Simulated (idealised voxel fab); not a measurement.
The process module that follows is named voxel self aligned vias.
It is cross-section cut that appears here, measuring 285 nm in width, its square cells being 5 nm in size.
Just so we're on the same page, the cross-sections are grids of square cells, and they're listed out in bands top to bottom, each band one or more rows deep.
Read a band's entry like this: the first values are the height of its top and the height of its bottom in nm, and what follows is the sequence of materials from left to right, each with its width in nm. Note that "air" is empty space, and that a single material marked "all across" reaches across the band from edge to edge.
Note: height 0 marks the level under which the wafer is uniformly one material as received. Lowest band unbounded below, written "z 0 and below".
Read "30 to 40" as a graded width: first number on top, second number at the bottom, same change between each pair of neighbouring rows.
Step note "identical to before" = no cross-section cell changed.
Each empty space that has no open way to the top and spans at least 8 cells appears under "Closed cavities" as width x height at distance, the distance counted from the left edge, all in nm.
It should be noted that, on the line of a given step, the content following the step's settings is a remark produced by the simulator itself with respect to that step.
You can add "overlay nm" to a step's line. For a step with a mask, it describes how far the mask lay to the right of its planned position, and a negative number describes a lay to the left.

# Planned process steps
- 1: RECEIVE, material Si
- 2: CONFORMAL_DEP, material SiO2, thk nm 10
- 3: CONFORMAL_DEP, material SiCN, thk nm 5
- 4: DIRECTIONAL_DEP, material SiO2, thk nm 25
- 5: PATTERN, tone open, mask id LINES, material resist, width nm 20, pitch nm 55, thk nm 15, overlay nm 0
- 6: DIRECTIONAL_ETCH, etch materials SiO2, depth nm 25
- 7: STRIP, etch materials resist
- 8: CONFORMAL_DEP, material TiN, thk nm 5
- 9: FILL_DEP, material Ru, thk nm 5
- 10: CMP, height nm 40
- 11: SELECTIVE_ETCH, etch materials W Ru TiN, depth nm 10
- 12: FILL_DEP, material SiN, thk nm 5
- 13: CMP, height nm 40
- 14: DIRECTIONAL_DEP, material SiO2, thk nm 20
- 15: PATTERN, tone open, mask id VIAS, material resist, width nm 40, pitch nm 110, thk nm 20, overlay nm 0
- 16: DIRECTIONAL_ETCH, etch materials SiO2, depth nm 20
- 17: DIRECTIONAL_ETCH, etch materials SiN, depth nm 10
- 18: STRIP, etch materials resist
- 19: CONFORMAL_DEP, material TiN, thk nm 5
- 20: FILL_DEP, material Ru, thk nm 5
- 21: CMP, height nm 60
- 22: CONFORMAL_DEP, material SiCN, thk nm 5

# As received (post step 1): cross-section
z 0 and below = Si all across
Closed cavities: none

# Run as planned - first of the two wafers cross-sectioned at the end of the module
z 65 to 60 = SiCN all across
z 60 to 45 = SiO2=65  TiN=5  Ru=30  TiN=5  SiO2=70  TiN=5  Ru=30  TiN=5  SiO2=70
z 45 to 40 = SiO2=65  TiN=15  Ru=10  TiN=15  SiO2=70  TiN=15  Ru=10  TiN=15  SiO2=70
z 40 to 35 = SiO2=75  TiN=5  Ru=10  TiN=5  SiO2=35  SiN=20  SiO2=35  TiN=5  Ru=10  TiN=5  SiO2=80
z 35 to 30 = SiO2=75  TiN=20  SiO2=35  SiN=20  SiO2=35  TiN=20  SiO2=80
z 30 to 20 = SiO2=75  TiN=5  Ru=10  TiN=5  SiO2=35  TiN=5  Ru=10  TiN=5  SiO2=35  TiN=5  Ru=10  TiN=5  SiO2=80
z 20 to 15 = SiO2=75  TiN=20  SiO2=35  TiN=20  SiO2=35  TiN=20  SiO2=80
z 15 to 10 = SiCN all across
z 10 to 0 = SiO2 all across
z 0 and below = Si all across
Closed cavities: none

# Wafer two cross-section, module end. Start and plan unchanged from wafer one; one mistake made during the run
z 65 to 60 = SiCN all across
z 60 to 40 = SiO2=65  TiN=5  Ru=30  TiN=5  SiO2=70  TiN=5  Ru=30  TiN=5  SiO2=70
z 40 to 35 = SiN=65  TiN=15  Ru=10  TiN=15  SiN=70  TiN=15  Ru=10  TiN=15  SiN=70
z 35 to 30 = SiO2=75  TiN=20  SiO2=35  SiN=20  SiO2=35  TiN=20  SiO2=80
z 30 to 25 = SiO2=75  SiN=20  SiO2=35  SiN=20  SiO2=35  SiN=20  SiO2=80
z 25 to 20 = SiO2=75  TiN=5  Ru=10  TiN=5  SiO2=35  TiN=5  Ru=10  TiN=5  SiO2=35  TiN=5  Ru=10  TiN=5  SiO2=80
z 20 to 15 = SiO2=75  TiN=20  SiO2=35  TiN=20  SiO2=35  TiN=20  SiO2=80
z 15 to 10 = SiCN all across
z 10 to 0 = SiO2 all across
z 0 and below = Si all across
Closed cavities: none
So what did we get wrong on this run? step 10 deviated from plan and actually ran as CMP, height nm 35
Final comparison by cell count, materials where the second wafer has more or fewer than the first: Ru: 2 more | SiN: 49 more | SiO2: 45 fewer | TiN: 6 fewer
